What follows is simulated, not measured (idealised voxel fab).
Title: Process Module voxel tone inversion
Displayed cross-section: cut, width of 295 nm, square cells sized 5 nm.
We lay out every cross-section as a grid of square cells and spell it out in bands from the top down, where one band means one or more rows of cells. Top, bottom (nm), then materials left to right with widths (nm); lone material tagged "throughout" fills the whole band edge to edge; "empty" = empty space. Heads up on the height convention: 0 is the point under which the incoming wafer is all one material, and the lowest band has no bottom, it just keeps going down, like "z 0 and below". You'd read "30..40" like this: the band's top row of cells is as wide as the first number, its bottom row is as wide as the second, and going down, every row changes width by the same amount as the row before did. Where the words "remained unchanged" appear for a step, the cross-section shows no cell changed by that step; every cell remained as before. "Enclosed void listing" lists enclosed empty spaces (at least 8 cells, no open path upward to the top), each as width x height at distance from the left edge, in nm. That trailing text on a step's line, after the settings, is the simulator's own remark on the step. "overlay nm" denotes, for a step that has a mask, the displacement of the mask to the right of its planned place, with negative values corresponding to the left.

# Process steps (planned)
1) op RECEIVE | material Si
2) op CONFORMAL_DEP | material SiN | thk nm 10
3) op DIRECTIONAL_DEP | material polySi | thk nm 15
4) op PATTERN | tone cover | mask id POSTS | material resist | width nm 15 | pitch nm 40 | thk nm 25 | overlay nm 0
5) op DIRECTIONAL_ETCH | etch materials polySi | depth nm 15
6) op STRIP | etch materials resist
7) op FILL_DEP | material lowk | thk nm 5
8) op CMP | height nm 25
9) op STRIP | etch materials polySi
10) op CONFORMAL_DEP | material TiN | thk nm 5
11) op FILL_DEP | material Ru | thk nm 5
12) op CMP | height nm 25
13) op CONFORMAL_DEP | material SiN | thk nm 5

# as received, after step 1
  z 0 and below = Si throughout
  Enclosed void listing: none

# first wafer at the end, as planned
  z 30 to 25 = SiN throughout
  z 25 to 15 = lowk 120, TiN 5, Ru 5, TiN 5, lowk 25, TiN 5, Ru 5, TiN 5, lowk 120
  z 15 to 10 = lowk 120, TiN 15, lowk 25, TiN 15, lowk 120
  z 10 to 0 = SiN throughout
  z 0 and below = Si throughout
  Enclosed void listing: none

# Cross-sectional image of the second wafer of the two following completion of the module. Starting state and process plan were the same as for the first wafer; one execution error occurred
  z 30 to 15 = SiN throughout
  z 15 to 0 = polySi throughout
  z 0 and below = Si throughout
  Enclosed void listing: none
Run error: sequence error: steps 2 and 3 interchanged
Wrapping up, a cell-based count of both wafers puts the second over or under the first for these materials: 4 fewer of Ru; 14 fewer of TiN; 159 fewer of lowk; 177 more of polySi
